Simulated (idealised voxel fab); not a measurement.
This is a process module. Its name is voxel transistor to metal.
Cross-sectional view cut (width: 265 nm; square cell size: 5 nm).
Each cross-section below is a grid of square cells, stated as bands in top-down order, with one or more rows of cells making up each band.
First you get the band's top height and its bottom height, in nm, and then the materials it's made of, left to right, with each width in nm. If you see a single material with "throughout", that one covers the band edge to edge. "blank" is empty space.
Where do heights start? At 0: under that level the wafer as delivered is made of one material only. And the lowest band has no floor; it just carries on downward, as in "top 0, no bottom".
Per-row width for "30->40": begins at first number (top row of band), ends at second number (bottom row), increment between rows held constant.
Where the words "left unchanged" appear for a step, the cross-section shows no cell changed by that step; every cell remained as before.
"Trapped voids" enumerates empty spaces isolated from the top, with no open way to it, that contain at least 8 cells, giving each as width x height at distance from the left edge, all three in nm.
Heads up: the bit after the settings on a step's line is the simulator's remark on that step.
The setting "overlay nm" may be written on the line of a step. When the step uses a mask, the value reports how far to the right of the planned place the mask lay, and a negative value reports that it lay to the left.

Process steps - plan:
| 1 | op RECEIVE | material Si |
| 2 | op CONFORMAL_DEP | material SiO2 | thk nm 5 |
| 3 | op CONFORMAL_DEP | material SiN | thk nm 10 |
| 4 | op PATTERN | tone cover | mask id ACTIVE | material resist | width nm 105 | pitch nm 125 | thk nm 15 | overlay nm 0 |
| 5 | op DIRECTIONAL_ETCH | etch materials SiN | depth nm 10 |
| 6 | op DIRECTIONAL_ETCH | etch materials SiO2 | depth nm 5 |
| 7 | op DIRECTIONAL_ETCH | etch materials Si | depth nm 35 |
| 8 | op STRIP | etch materials resist |
| 9 | op OXIDIZE | depth nm 5 |
| 10 | op FILL_DEP | material SiO2 | thk nm 15 |
| 11 | op CMP | height nm 15 |
| 12 | op SELECTIVE_ETCH | etch materials SiO2 | depth nm 5 |
| 13 | op STRIP | etch materials SiN |
| 14 | op SELECTIVE_ETCH | etch materials SiO2 | depth nm 5 |
| 15 | op OXIDIZE | depth nm 5 |
| 16 | op DIRECTIONAL_DEP | material polySi | thk nm 20 |
| 17 | op DIRECTIONAL_DEP | material SiCN | thk nm 15 |
| 18 | op PATTERN | tone cover | mask id GATE | material resist | width nm 25 | pitch nm 125 | thk nm 20 | overlay nm 0 |
| 19 | op DIRECTIONAL_ETCH | etch materials SiCN | depth nm 25 |
| 20 | op DIRECTIONAL_ETCH | etch materials polySi | depth nm 30 |
| 21 | op STRIP | etch materials resist |
| 22 | op CONFORMAL_DEP | material SiO2 | thk nm 5 |
| 23 | op DIRECTIONAL_ETCH | etch materials SiO2 | depth nm 5 |
| 24 | op CONFORMAL_DEP | material SiN | thk nm 5 |
| 25 | op DIRECTIONAL_ETCH | etch materials SiN | depth nm 5 |
| 26 | op DIRECTIONAL_ETCH | etch materials SiO2 | depth nm 5 |
| 27 | op DIRECTIONAL_ETCH | etch materials Si | depth nm 15 |
| 28 | op EPI | material pSi | thk nm 20 |
| 29 | op FILL_DEP | material SiO2 | thk nm 5 |
| 30 | op CMP | height nm 35 |
| 31 | op DIRECTIONAL_DEP | material SiO2 | thk nm 15 |
| 32 | op MASKED_ETCH | tone open | mask id CONTACT | width nm 30 | etch materials SiO2 | depth nm 50 | overlay nm 0 |
| 33 | op CONFORMAL_DEP | material TiN | thk nm 5 |
| 34 | op FILL_DEP | material W | thk nm 5 |
| 35 | op CMP | height nm 50 |
| 36 | op CONFORMAL_DEP | material SiCN | thk nm 5 |
| 37 | op DIRECTIONAL_DEP | material lowk | thk nm 20 |
| 38 | op MASKED_ETCH | tone open | mask id METAL_1 | width nm 20 | etch materials lowk | depth nm 20 | overlay nm 0 |
| 39 | op MASKED_ETCH | tone open | mask id METAL_1 | width nm 20 | etch materials SiCN | depth nm 5 | overlay nm 0 |
| 40 | op CONFORMAL_DEP | material TiN | thk nm 5 |
| 41 | op FILL_DEP | material Cu | thk nm 5 |
| 42 | op CMP | height nm 75 |
| 43 | op CONFORMAL_DEP | material SiCN | thk nm 5 |
| 44 | op DIRECTIONAL_DEP | material lowk | thk nm 35 |
| 45 | op PATTERN | tone open | mask id METAL_2_HOLES | material resist | width nm 15 | pitch nm 125 | thk nm 15 | overlay nm 0 |
| 46 | op DIRECTIONAL_ETCH | etch materials lowk | depth nm 35 |
| 47 | op STRIP | etch materials resist |
| 48 | op DIRECTIONAL_DEP | material aC | thk nm 10 |
| 49 | op PATTERN | tone open | mask id METAL_2 | material resist | width nm 20 | pitch nm 125 | thk nm 25 | overlay nm 0 |
| 50 | op DIRECTIONAL_ETCH | etch materials aC | depth nm 10 |
| 51 | op STRIP | etch materials resist |
| 52 | op DIRECTIONAL_ETCH | etch materials lowk | depth nm 20 |
| 53 | op DIRECTIONAL_ETCH | etch materials SiCN | depth nm 5 |
| 54 | op STRIP | etch materials aC |
| 55 | op CONFORMAL_DEP | material TiN | thk nm 5 |
| 56 | op FILL_DEP | material Cu | thk nm 10 |
| 57 | op CMP | height nm 115 |
| 58 | op CONFORMAL_DEP | material SiN | thk nm 5 |

Wafer as received: cross-section following step 1:
* top 0, no bottom: Si throughout
* Trapped voids: none

Cross-sectional image of the first of two wafers at the end of the module, the run having proceeded as planned:
* top 120, bottom 115: SiN throughout
* top 115, bottom 100: 20 of lowk; 5 of TiN; 10 of Cu; 5 of TiN; 105 of lowk; 5 of TiN; 10 of Cu; 5 of TiN; 100 of lowk
* top 100, bottom 95: 20 of lowk; 5 of TiN; 5 of Cu; 10 of TiN; 105 of lowk; 5 of TiN; 5 of Cu; 10 of TiN; 100 of lowk
* top 95, bottom 80: 20 of lowk; 5 of TiN; 5 of Cu; 5 of TiN; 110 of lowk; 5 of TiN; 5 of Cu; 5 of TiN; 105 of lowk
* top 80, bottom 75: 20 of SiCN; 15 of TiN; 110 of SiCN; 15 of TiN; 105 of SiCN
* top 75, bottom 55: 20 of lowk; 5 of TiN; 10 of Cu; 5 of TiN; 55 of lowk; 5 of TiN; 10 of Cu; 5 of TiN; 30 of lowk; 5 of TiN; 10 of Cu; 5 of TiN; 55 of lowk; 5 of TiN; 10 of Cu; 5 of TiN; 25 of lowk
* top 55, bottom 50: 20 of SiCN; 20 of TiN; 55 of SiCN; 20 of TiN; 30 of SiCN; 20 of TiN; 55 of SiCN; 20 of TiN; 25 of SiCN
* top 50, bottom 40: 20 of SiO2; 5 of TiN; 20 of W; 5 of TiN; 35 of SiO2; 5 of TiN; 20 of W; 5 of TiN; 30 of SiO2; 5 of TiN; 20 of W; 5 of TiN; 35 of SiO2; 5 of TiN; 20 of W; 5 of TiN; 25 of SiO2
* top 40, bottom 35: 20 of SiO2; 5 of TiN; 15 of W; 10 of TiN; 35 of SiO2; 10 of TiN; 15 of W; 5 of TiN; 30 of SiO2; 5 of TiN; 15 of W; 10 of TiN; 35 of SiO2; 10 of TiN; 15 of W; 5 of TiN; 25 of SiO2
* top 35, bottom 20: 20 of SiO2; 5 of TiN; 15 of W; 5 of TiN; 5 of SiN; 5 of SiO2; 25 of SiCN; 5 of SiO2; 5 of SiN; 5 of TiN; 15 of W; 5 of TiN; 30 of SiO2; 5 of TiN; 15 of W; 5 of TiN; 5 of SiN; 5 of SiO2; 25 of SiCN; 5 of SiO2; 5 of SiN; 5 of TiN; 15 of W; 5 of TiN; 25 of SiO2
* top 20, bottom 15: 20 of SiO2; 25 of TiN; 5 of SiN; 5 of SiO2; 25 of polySi; 5 of SiO2; 5 of SiN; 25 of TiN; 30 of SiO2; 25 of TiN; 5 of SiN; 5 of SiO2; 25 of polySi; 5 of SiO2; 5 of SiN; 25 of TiN; 25 of SiO2
* top 15, bottom 5: 20 of SiO2; 5 of TiN; 20 of pSi; 5 of SiN; 5 of SiO2; 25 of polySi; 5 of SiO2; 5 of SiN; 20 of pSi; 5 of TiN; 30 of SiO2; 5 of TiN; 20 of pSi; 5 of SiN; 5 of SiO2; 25 of polySi; 5 of SiO2; 5 of SiN; 20 of pSi; 5 of TiN; 25 of SiO2
* top 5, bottom 0: 15 of SiO2; 5 of SiN; 5 of TiN; 20 of pSi; 5 of SiN; 5 of SiO2; 25 of polySi; 5 of SiO2; 5 of SiN; 20 of pSi; 5 of TiN; 5 of SiN; 20 of SiO2; 5 of SiN; 5 of TiN; 20 of pSi; 5 of SiN; 5 of SiO2; 25 of polySi; 5 of SiO2; 5 of SiN; 20 of pSi; 5 of TiN; 5 of SiN; 20 of SiO2
* top 0, bottom -5: 20 of SiO2; 25 of pSi; 45 of SiO2; 25 of pSi; 30 of SiO2; 25 of pSi; 45 of SiO2; 25 of pSi; 25 of SiO2
* top -5, bottom -20: 20 of SiO2; 25 of pSi; 45 of Si; 25 of pSi; 30 of SiO2; 25 of pSi; 45 of Si; 25 of pSi; 25 of SiO2
* top -20, bottom -40: 20 of SiO2; 95 of Si; 30 of SiO2; 95 of Si; 25 of SiO2
* top -40, no bottom: Si throughout
* Trapped voids: none

Here is the second of the two wafers cut open at the end of the module - same start, same plan as the first one, but we made one mistake running it:
* top 120, bottom 115: SiN throughout
* top 115, bottom 110: Cu throughout
* top 110, bottom 105: 25 of TiN; 10 of Cu; 115 of TiN; 10 of Cu; 105 of TiN
* top 105, bottom 90: 20 of lowk; 5 of TiN; 10 of Cu; 5 of TiN; 105 of lowk; 5 of TiN; 10 of Cu; 5 of TiN; 100 of lowk
* top 90, bottom 80: 20 of lowk; 5 of TiN; 5 of Cu; 10->5 of TiN; 105->110 of lowk; 5 of TiN; 5 of Cu; 10->5 of TiN; 100->105 of lowk
* top 80, bottom 75: 20 of SiCN; 15 of TiN; 110 of SiCN; 15 of TiN; 105 of SiCN
* top 75, bottom 55: 20 of lowk; 5 of TiN; 10 of Cu; 5 of TiN; 55 of lowk; 5 of TiN; 10 of Cu; 5 of TiN; 30 of lowk; 5 of TiN; 10 of Cu; 5 of TiN; 55 of lowk; 5 of TiN; 10 of Cu; 5 of TiN; 25 of lowk
* top 55, bottom 50: 20 of SiCN; 20 of TiN; 55 of SiCN; 20 of TiN; 30 of SiCN; 20 of TiN; 55 of SiCN; 20 of TiN; 25 of SiCN
* top 50, bottom 40: 20 of SiO2; 5 of TiN; 20 of W; 5 of TiN; 35 of SiO2; 5 of TiN; 20 of W; 5 of TiN; 30 of SiO2; 5 of TiN; 20 of W; 5 of TiN; 35 of SiO2; 5 of TiN; 20 of W; 5 of TiN; 25 of SiO2
* top 40, bottom 35: 20 of SiO2; 5 of TiN; 15 of W; 10 of TiN; 35 of SiO2; 10 of TiN; 15 of W; 5 of TiN; 30 of SiO2; 5 of TiN; 15 of W; 10 of TiN; 35 of SiO2; 10 of TiN; 15 of W; 5 of TiN; 25 of SiO2
* top 35, bottom 20: 20 of SiO2; 5 of TiN; 15 of W; 5 of TiN; 5 of SiN; 5 of SiO2; 25 of SiCN; 5 of SiO2; 5 of SiN; 5 of TiN; 15 of W; 5 of TiN; 30 of SiO2; 5 of TiN; 15 of W; 5 of TiN; 5 of SiN; 5 of SiO2; 25 of SiCN; 5 of SiO2; 5 of SiN; 5 of TiN; 15 of W; 5 of TiN; 25 of SiO2
* top 20, bottom 15: 20 of SiO2; 25 of TiN; 5 of SiN; 5 of SiO2; 25 of polySi; 5 of SiO2; 5 of SiN; 25 of TiN; 30 of SiO2; 25 of TiN; 5 of SiN; 5 of SiO2; 25 of polySi; 5 of SiO2; 5 of SiN; 25 of TiN; 25 of SiO2
* top 15, bottom 5: 20 of SiO2; 5 of TiN; 20 of pSi; 5 of SiN; 5 of SiO2; 25 of polySi; 5 of SiO2; 5 of SiN; 20 of pSi; 5 of TiN; 30 of SiO2; 5 of TiN; 20 of pSi; 5 of SiN; 5 of SiO2; 25 of polySi; 5 of SiO2; 5 of SiN; 20 of pSi; 5 of TiN; 25 of SiO2
* top 5, bottom 0: 15 of SiO2; 5 of SiN; 5 of TiN; 20 of pSi; 5 of SiN; 5 of SiO2; 25 of polySi; 5 of SiO2; 5 of SiN; 20 of pSi; 5 of TiN; 5 of SiN; 20 of SiO2; 5 of SiN; 5 of TiN; 20 of pSi; 5 of SiN; 5 of SiO2; 25 of polySi; 5 of SiO2; 5 of SiN; 20 of pSi; 5 of TiN; 5 of SiN; 20 of SiO2
* top 0, bottom -5: 20 of SiO2; 25 of pSi; 45 of SiO2; 25 of pSi; 30 of SiO2; 25 of pSi; 45 of SiO2; 25 of pSi; 25 of SiO2
* top -5, bottom -20: 20 of SiO2; 25 of pSi; 45 of Si; 25 of pSi; 30 of SiO2; 25 of pSi; 45 of Si; 25 of pSi; 25 of SiO2
* top -20, bottom -40: 20 of SiO2; 95 of Si; 30 of SiO2; 95 of Si; 25 of SiO2
* top -40, no bottom: Si throughout
* Trapped voids: none
Against the plan, the run slipped here: for step 44, the planned setting was not used; the step was instead run as op DIRECTIONAL_DEP | material lowk | thk nm 25
Final tally in cells, some materials are higher or lower on the second wafer than on the first: Cu: 53 more | TiN: 41 more | lowk: 94 fewer
